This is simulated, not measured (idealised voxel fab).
The process module that follows is named voxel self aligned vias.
Each square cell in cross-section cut measures 5 nm, and the section as a whole is 175 nm wide.
Cross-sections here: square-cell grids, written as top-down lists of bands, a band being one or more rows of cells. Heads up on the band format: heights come first, top then bottom, in nm. After that it's the materials left to right, each with its width in nm. A single material flagged "edge to edge" fills the whole band edge to edge, and "blank" means there's empty space there. Note: height 0 marks the level under which the wafer is uniformly one material as received. Lowest band unbounded below, written "0 nm and below". The notation "30..40" denotes a width that varies across the rows of cells in the band, beginning at the first number in the top row, finishing at the second number in the bottom row, and changing by an identical amount from each row to the next. What does "remains unaltered" mean for a step? It means no cell of the cross-section changed in that step. Under "Enclosed void listing" you'll find the enclosed gaps, the ones with no way out to the top, that are 8 cells or bigger; each reads width x height at distance, with distance counted from the left edge, everything in nm. Note: text after step settings on the step line = simulator remark on that step. "overlay nm" on a masked step: distance the mask lay right of its planned place, negative for left.
[plan]
- 1: RECEIVE with material Si
- 2: CONFORMAL_DEP with material SiO2, thk nm 10
- 3: CONFORMAL_DEP with material SiCN, thk nm 5
- 4: DIRECTIONAL_DEP with material SiO2, thk nm 25
- 5: MASKED_ETCH with tone open, mask id LINES, width nm 25, pitch nm 65, etch materials SiO2, depth nm 25, overlay nm 0
- 6: CONFORMAL_DEP with material TiN, thk nm 5
- 7: FILL_DEP with material Ru, thk nm 5
- 8: CMP with height nm 40
- 9: SELECTIVE_ETCH with etch materials W Ru TiN, depth nm 5
- 10: FILL_DEP with material SiN, thk nm 5
- 11: CMP with height nm 30
- 12: DIRECTIONAL_DEP with material SiO2, thk nm 20
- 13: DIRECTIONAL_DEP with material aC, thk nm 15
- 14: PATTERN with tone open, mask id VIAS, material resist, width nm 35, thk nm 35, overlay nm 0
- 15: DIRECTIONAL_ETCH with etch materials aC, depth nm 15
- 16: STRIP with etch materials resist
- 17: DIRECTIONAL_ETCH with etch materials SiO2, depth nm 20
- 18: DIRECTIONAL_ETCH with etch materials SiN, depth nm 5
- 19: STRIP with etch materials aC
- 20: CONFORMAL_DEP with material TiN, thk nm 5
- 21: FILL_DEP with material Cu, thk nm 5
- 22: CMP with height nm 60
- 23: CONFORMAL_DEP with material SiCN, thk nm 5
What sets these wafers apart? The height nm at step 11. They all start alike, and the plan carries the first wafer's value.
[After step 1, as received: first of several wafers, cross-section]
> 0 nm and below: Si edge to edge
> Enclosed void listing: none
[First of several wafers, sectioned at end of module (last step: step 23)]
> 65 nm to 60 nm: SiCN edge to edge
> 60 nm to 55 nm: Cu edge to edge
> 55 nm to 50 nm: TiN: 40, Cu: 25, TiN: 110
> 50 nm to 35 nm: SiO2: 35, TiN: 5, Cu: 25, TiN: 5, SiO2: 105
> 35 nm to 30 nm: SiO2: 35, TiN: 35, SiO2: 105
> 30 nm to 20 nm: SiO2: 40, TiN: 5, Ru: 15, TiN: 5, SiO2: 40, TiN: 5, Ru: 15, TiN: 5, SiO2: 45
> 20 nm to 15 nm: SiO2: 40, TiN: 25, SiO2: 40, TiN: 25, SiO2: 45
> 15 nm to 10 nm: SiCN edge to edge
> 10 nm to 0 nm: SiO2 edge to edge
> 0 nm and below: Si edge to edge
> Enclosed void listing: none
[The last wafer as seen in cross-section at the end of the module]
> 65 nm to 60 nm: SiCN edge to edge
> 60 nm to 45 nm: SiO2: 35, TiN: 5, Cu: 25, TiN: 5, SiO2: 105
> 45 nm to 40 nm: SiN: 35, TiN: 35, SiN: 105
> 40 nm to 35 nm: SiO2: 40, SiN: 25, SiO2: 40, SiN: 25, SiO2: 45
> 35 nm to 20 nm: SiO2: 40, TiN: 5, Ru: 15, TiN: 5, SiO2: 40, TiN: 5, Ru: 15, TiN: 5, SiO2: 45
> 20 nm to 15 nm: SiO2: 40, TiN: 25, SiO2: 40, TiN: 25, SiO2: 45
> 15 nm to 10 nm: SiCN edge to edge
> 10 nm to 0 nm: SiO2 edge to edge
> 0 nm and below: Si edge to edge
> Enclosed void listing: none
[The following table contains a row per wafer, in which are reported, at the conclusion of the module, the cells of each material gained (+) or lost (-) since the wafer's receipt, with its closed voids given thereafter]
height nm 30, +55 Cu, +12 Ru, +70 SiCN, +257 SiO2, +61 TiN, Enclosed void listing: none
height nm 35, +20 Cu, +18 Ru, +70 SiCN, +282 SiO2, +65 TiN, Enclosed void listing: none
height nm 40, +18 Cu, +18 Ru, +70 SiCN, +5 SiN, +307 SiO2, +37 TiN, Enclosed void listing: none
height nm 45, +15 Cu, +18 Ru, +70 SiCN, +38 SiN, +279 SiO2, +35 TiN, Enclosed void listing: none
